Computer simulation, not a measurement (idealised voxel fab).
process module | voxel released beams
cross-section cut | 205 nm wide | cells 5 nm
A cross-section is a grid of square cells, given in bands from the top down. A band is one or more rows of cells.
Each band's line starts with the height of the band's top and of its bottom, in nm. Then come its materials from left to right, each with its width in nm. One material with "throughout" fills the band from edge to edge. "air" is empty space.
Height 0 is the level under which the wafer as received is all one material. The lowest band goes on downwards, as in "0 down".
A width such as "30 to 40" changes by the same amount from each row of cells to the next, from the band's top row to its bottom row.
"no change" after a step means that no cell of the cross-section changed.
closed voids: empty space of 8 cells or more with no open way to the top, each as width x height at its distance from the left edge, in nm
after a step's settings: what the simulator itself notes on the step
overlay nm, on a step with a mask: how far to the right of its planned place the mask lay; to the left if negative
plan
1 op RECEIVE | material Si
2 op CONFORMAL_DEP | material SiN | thk nm 5
3 op DIRECTIONAL_DEP | material SiO2 | thk nm 15
4 op PATTERN | tone open | mask id ANCHOR | material resist | width nm 35 | thk nm 20 | overlay nm 0
5 op DIRECTIONAL_ETCH | etch materials SiO2 | depth nm 15
6 op STRIP | etch materials resist
7 op CONFORMAL_DEP | material TiN | thk nm 15
8 op PATTERN | tone cover | mask id BEAM | material resist | width nm 105 | thk nm 15 | overlay nm 0
9 op DIRECTIONAL_ETCH | etch materials TiN | depth nm 15
10 op STRIP | etch materials resist
11 op STRIP | etch materials SiO2
as received, after step 1
  0 down: Si throughout
  closed voids: none
a wafer at the end: this start, this plan, one mistake
  35 to 20: air 45 | TiN 25 | air 5 | TiN 75 | air 55
  20 to 5: air 55 | TiN 35 | air 115
  5 to 0: SiN throughout
  0 down: Si throughout
  closed voids: none
what went wrong: step 4 ran as: op PATTERN | tone open | mask id ANCHOR | material resist | width nm 35 | thk nm 20 | overlay nm 5
